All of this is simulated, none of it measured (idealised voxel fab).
Title: Process Module voxel gate over fins
Cross-sectional view cut (width: 145 nm; square cell size: 5 nm).
Format of a cross-section: grid, square cells. Given as bands. Order: top down. Band: one or more rows of cells. Each band's line starts with the height of the band's top and of its bottom, in nm. Then come its materials from left to right, each with its width in nm. One material with "all across" fills the band from edge to edge. "empty" is empty space. Ref level 0: as-received wafer is one material below here. Bottom band extends down with no lower bound ("from 0 down"). With a width like "30->40", each row of cells in the band differs from the next by the same amount, the top row carrying the first number and the bottom row the second. What does "all unchanged" mean for a step? It means no cell of the cross-section changed in that step. The entry "Trapped voids" lists the empty spaces that cover at least 8 cells and have no open path to the top. Each is written as width x height at distance, where the distance is measured from the left edge and all three values are in nm. On a step's line, text after the settings is the simulator commenting on that step. overlay nm: mask right of planned place by this much (step with mask). Neg. = left.

-- The planned process steps are enumerated hereunder
1: op RECEIVE | material Si
2: op CONFORMAL_DEP | material SiN | thk nm 10
3: op DIRECTIONAL_DEP | material aC | thk nm 15
4: op PATTERN | tone cover | mask id FINS | material resist | width nm 15 | pitch nm 40 | thk nm 35 | overlay nm 0
5: op DIRECTIONAL_ETCH | etch materials aC | depth nm 15
6: op STRIP | etch materials resist
7: op DIRECTIONAL_ETCH | etch materials SiN | depth nm 10
8: op DIRECTIONAL_ETCH | etch materials Si | depth nm 30
9: op STRIP | etch materials aC
10: op OXIDIZE | depth nm 5
11: op FILL_DEP | material SiO2 | thk nm 10
12: op CMP | height nm 10
13: op SELECTIVE_ETCH | etch materials SiO2 | depth nm 25
14: op STRIP | etch materials SiN
15: op CONFORMAL_DEP | material HfO2 | thk nm 5
16: op CONFORMAL_DEP | material TiN | thk nm 5
17: op FILL_DEP | material W | thk nm 10
18: op CMP | height nm 15
19: op CONFORMAL_DEP | material SiN | thk nm 5

-- As received (post step 1): cross-section
	from 0 down | Si all across
	Trapped voids: none

-- Cross-section at module end, one run error; start and plan unchanged from above
	from 20 to 15 | SiN all across
	from 15 to 5 | W all across
	from 5 to 0 | 25 nm W, then 15 nm TiN, then 25 nm W, then 15 nm TiN, then 25 nm W, then 15 nm TiN, then 25 nm W
	from 0 to -10 | 25 nm W, then 5 nm TiN, then 5 nm Si, then 5 nm TiN, then 25 nm W, then 5 nm TiN, then 5 nm Si, then 5 nm TiN, then 25 nm W, then 5 nm TiN, then 5 nm Si, then 5 nm TiN, then 25 nm W
	from -10 to -15 | 30 nm TiN, then 5 nm Si, then 35 nm TiN, then 5 nm Si, then 35 nm TiN, then 5 nm Si, then 30 nm TiN
	from -15 to -35 | 30 nm SiO2, then 5 nm Si, then 35 nm SiO2, then 5 nm Si, then 35 nm SiO2, then 5 nm Si, then 30 nm SiO2
	from -35 down | Si all across
	Trapped voids: none
Nonconformance to the process plan: yeah, step 15 of the plan got skipped, never ran
